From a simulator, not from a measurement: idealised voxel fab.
process module | voxel gate over fins
cross-section cut | 255 nm wide | cells 5 nm
A cross-section is a grid of square cells, given in bands from the top down. A band is one or more rows of cells.
Each band's line starts with the height of the band's top and of its bottom, in nm. Then come its materials from left to right, each with its width in nm. One material with "throughout" fills the band from edge to edge. "air" is empty space.
Height 0 is the level under which the wafer as received is all one material. The lowest band goes on downwards, as in "0 down".
A width such as "30 to 40" changes by the same amount from each row of cells to the next, from the band's top row to its bottom row.
"no change" after a step means that no cell of the cross-section changed.
closed voids: empty space of 8 cells or more with no open way to the top, each as width x height at its distance from the left edge, in nm
after a step's settings: what the simulator itself notes on the step
overlay nm, on a step with a mask: how far to the right of its planned place the mask lay; to the left if negative
plan
1 op RECEIVE | material Si
2 op CONFORMAL_DEP | material SiN | thk nm 10
3 op MASKED_ETCH | tone cover | mask id FINS | width nm 15 | pitch nm 55 | etch materials SiN | depth nm 10 | overlay nm 0
4 op MASKED_ETCH | tone cover | mask id FINS | width nm 15 | pitch nm 55 | etch materials Si | depth nm 40 | overlay nm 0
5 op OXIDIZE | depth nm 5
6 op FILL_DEP | material SiO2 | thk nm 10
7 op CMP | height nm 10
8 op DIRECTIONAL_DEP | material aC | thk nm 10
9 op PATTERN | tone open | mask id RAIL | material resist | width nm 15 | thk nm 30 | overlay nm 0
10 op DIRECTIONAL_ETCH | etch materials aC | depth nm 10
11 op STRIP | etch materials resist
12 op DIRECTIONAL_ETCH | etch materials SiO2 | depth nm 45
13 op STRIP | etch materials aC
14 op CONFORMAL_DEP | material TiN | thk nm 5
15 op FILL_DEP | material W | thk nm 10
16 op CMP | height nm 10
17 op SELECTIVE_ETCH | etch materials W Ru TiN | depth nm 35
18 op FILL_DEP | material SiO2 | thk nm 5
19 op CMP | height nm 10
20 op SELECTIVE_ETCH | etch materials SiO2 | depth nm 25
21 op STRIP | etch materials SiN
22 op CONFORMAL_DEP | material HfO2 | thk nm 5
23 op CONFORMAL_DEP | material TiN | thk nm 5
24 op FILL_DEP | material W | thk nm 15
25 op CMP | height nm 20
26 op CONFORMAL_DEP | material SiCN | thk nm 10
as received, after step 1
  0 down: Si throughout
  closed voids: none
a wafer at the end: this start, this plan, one mistake
  30 to 20: SiCN throughout
  20 to 10: W throughout
  10 to 5: W 30 | TiN 25 | W 30 | TiN 25 | W 30 | TiN 25 | W 30 | TiN 25 | W 35
  5 to 0: W 20 | TiN 15 | HfO2 15 | TiN 5 | W 20 | TiN 15 | HfO2 15 | TiN 5 | W 20 | TiN 15 | HfO2 15 | TiN 5 | W 20 | TiN 15 | HfO2 15 | TiN 5 | W 35
  0 to -5: W 20 | TiN 5 | HfO2 15 | Si 5 | HfO2 5 | TiN 5 | W 20 | TiN 5 | HfO2 15 | Si 5 | HfO2 5 | TiN 5 | W 20 | TiN 5 | HfO2 15 | Si 5 | HfO2 5 | TiN 5 | W 20 | TiN 5 | HfO2 15 | Si 5 | HfO2 5 | TiN 5 | W 35
  -5 to -10: TiN 25 | HfO2 5 | Si 15 | HfO2 5 | TiN 30 | HfO2 5 | Si 15 | HfO2 5 | TiN 30 | HfO2 5 | Si 15 | HfO2 5 | TiN 30 | HfO2 5 | Si 15 | HfO2 5 | TiN 40
  -10 to -15: HfO2 30 | Si 15 | HfO2 40 | Si 15 | HfO2 40 | Si 15 | HfO2 40 | Si 15 | HfO2 45
  -15 to -25: SiO2 30 | Si 15 | SiO2 40 | Si 15 | SiO2 40 | Si 15 | SiO2 40 | Si 15 | SiO2 45
  -25 to -30: SiO2 30 | Si 15 | SiO2 15 | TiN 5 | W 5 | TiN 5 | SiO2 10 | Si 15 | SiO2 40 | Si 15 | SiO2 40 | Si 15 | SiO2 45
  -30 to -35: SiO2 30 | Si 15 | SiO2 15 | TiN 15 | SiO2 10 | Si 15 | SiO2 40 | Si 15 | SiO2 40 | Si 15 | SiO2 45
  -35 to -45: SiO2 30 | Si 15 | SiO2 40 | Si 15 | SiO2 40 | Si 15 | SiO2 40 | Si 15 | SiO2 45
  -45 down: Si throughout
  closed voids: none
what went wrong: step 4 ran as: op MASKED_ETCH | tone cover | mask id FINS | width nm 15 | pitch nm 55 | etch materials Si | depth nm 40 | overlay nm -10
